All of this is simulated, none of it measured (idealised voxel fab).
process module | voxel local oxidation
cross-section cut | 170 nm wide | cells 5 nm
A cross-section is a grid of square cells, given in bands from the top down. A band is one or more rows of cells.
Each band's line starts with the height of the band's top and of its bottom, in nm. Then come its materials from left to right, each with its width in nm. One material with "throughout" fills the band from edge to edge. "air" is empty space.
Height 0 is the level under which the wafer as received is all one material. The lowest band goes on downwards, as in "0 down".
A width such as "30 to 40" changes by the same amount from each row of cells to the next, from the band's top row to its bottom row.
"no change" after a step means that no cell of the cross-section changed.
closed voids: empty space of 8 cells or more with no open way to the top, each as width x height at its distance from the left edge, in nm
after a step's settings: what the simulator itself notes on the step
overlay nm, on a step with a mask: how far to the right of its planned place the mask lay; to the left if negative
plan
1 op RECEIVE | material Si
2 op CONFORMAL_DEP | material SiO2 | thk nm 5
3 op CONFORMAL_DEP | material SiN | thk nm 15
4 op DIRECTIONAL_DEP | material aC | thk nm 15
5 op PATTERN | tone cover | mask id ACTIVE | material resist | width nm 100 | thk nm 30 | overlay nm 0
6 op DIRECTIONAL_ETCH | etch materials aC | depth nm 15
7 op STRIP | etch materials resist
8 op DIRECTIONAL_ETCH | etch materials SiN | depth nm 15
9 op STRIP | etch materials aC
10 op SELECTIVE_ETCH | etch materials SiO2 | depth nm 5
11 op OXIDIZE | depth nm 10
12 op STRIP | etch materials SiN
as received, after step 1
  0 down: Si throughout
  closed voids: none
a wafer at the end: this start, this plan, one mistake
  5 to 0: air 45 | SiO2 85 | air 40
  0 to -10: SiO2 55 | Si 65 | SiO2 50
  -10 down: Si throughout
  closed voids: none
what went wrong: step 5 ran as: op PATTERN | tone cover | mask id ACTIVE | material resist | width nm 95 | thk nm 30 | overlay nm 0
